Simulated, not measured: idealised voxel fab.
voxel double patterning: a process module
Cross-section cut spans 265 nm and uses square cells 5 nm in size.
Format of a cross-section: grid, square cells. Given as bands. Order: top down. Band: one or more rows of cells. Top, bottom (nm), then materials left to right with widths (nm); lone material tagged "everywhere" fills the whole band edge to edge; "blank" = empty space. Note: height 0 marks the level under which the wafer is uniformly one material as received. Lowest band unbounded below, written "0 and below". A width given as "30->40" starts at the first number in the band's top row and ends at the second number in its bottom row, shifting by an equal amount at every step from row to row. Where the words "left unchanged" appear for a step, the cross-section shows no cell changed by that step; every cell remained as before. In "Unvented cavities" the enclosed voids are listed, meaning empty spaces of 8 cells or larger without any opening to the top. The form is width x height at distance, distance from the left edge, units nm. Formally, on a step line, whatever follows the settings is a remark that the simulator itself makes on the step. "overlay nm" on a masked step: distance the mask lay right of its planned place, negative for left.

-- The following list gives the planned process steps
1. RECEIVE with material Si
2. CONFORMAL_DEP with material SiO2, thk nm 10
3. DIRECTIONAL_DEP with material polySi, thk nm 10
4. DIRECTIONAL_DEP with material SiCN, thk nm 5
5. DIRECTIONAL_DEP with material aC, thk nm 15
6. PATTERN with tone open, mask id FIRST, material resist, width nm 15, pitch nm 50, thk nm 30, overlay nm 0
7. DIRECTIONAL_ETCH with etch materials aC, depth nm 15
8. STRIP with etch materials resist
9. DIRECTIONAL_ETCH with etch materials SiCN, depth nm 5
10. STRIP with etch materials aC
11. PATTERN with tone open, mask id SECOND, material resist, width nm 15, thk nm 15, overlay nm 0
12. DIRECTIONAL_ETCH with etch materials SiCN, depth nm 5
13. STRIP with etch materials resist
14. DIRECTIONAL_ETCH with etch materials polySi, depth nm 10
15. STRIP with etch materials SiCN
Split variable: width nm, step 11. Plan value = first wafer. Wafers start alike.

-- Here's the first of the wafers in cross-section, just as we got it, i.e. after step 1
> 0 and below  Si everywhere
> Unvented cavities: none

-- First of several wafers in cross-section at module end, following the final step, step 15
> 20 down to 10  100 of polySi; 15 of blank; 10 of polySi; 15 of blank; 10 of polySi; 15 of blank; 100 of polySi
> 10 down to 0  SiO2 everywhere
> 0 and below  Si everywhere
> Unvented cavities: none

-- Of the several wafers, the last: cross-section at the end of the module
> 20 down to 10  100 of polySi; 15 of blank; 5 of polySi; 45 of blank; 100 of polySi
> 10 down to 0  SiO2 everywhere
> 0 and below  Si everywhere
> Unvented cavities: none

-- The table below has one row for each wafer; a row shows, as of the end of the module, how many cells of each material the wafer has gained, marked (+), or lost, marked (-), since it was received, and then the wafer's closed voids
width nm 15 | +106 SiO2 | +88 polySi | Unvented cavities: none
width nm 20 | +106 SiO2 | +86 polySi | Unvented cavities: none
width nm 25 | +106 SiO2 | +84 polySi | Unvented cavities: none
width nm 30 | +106 SiO2 | +82 polySi | Unvented cavities: none
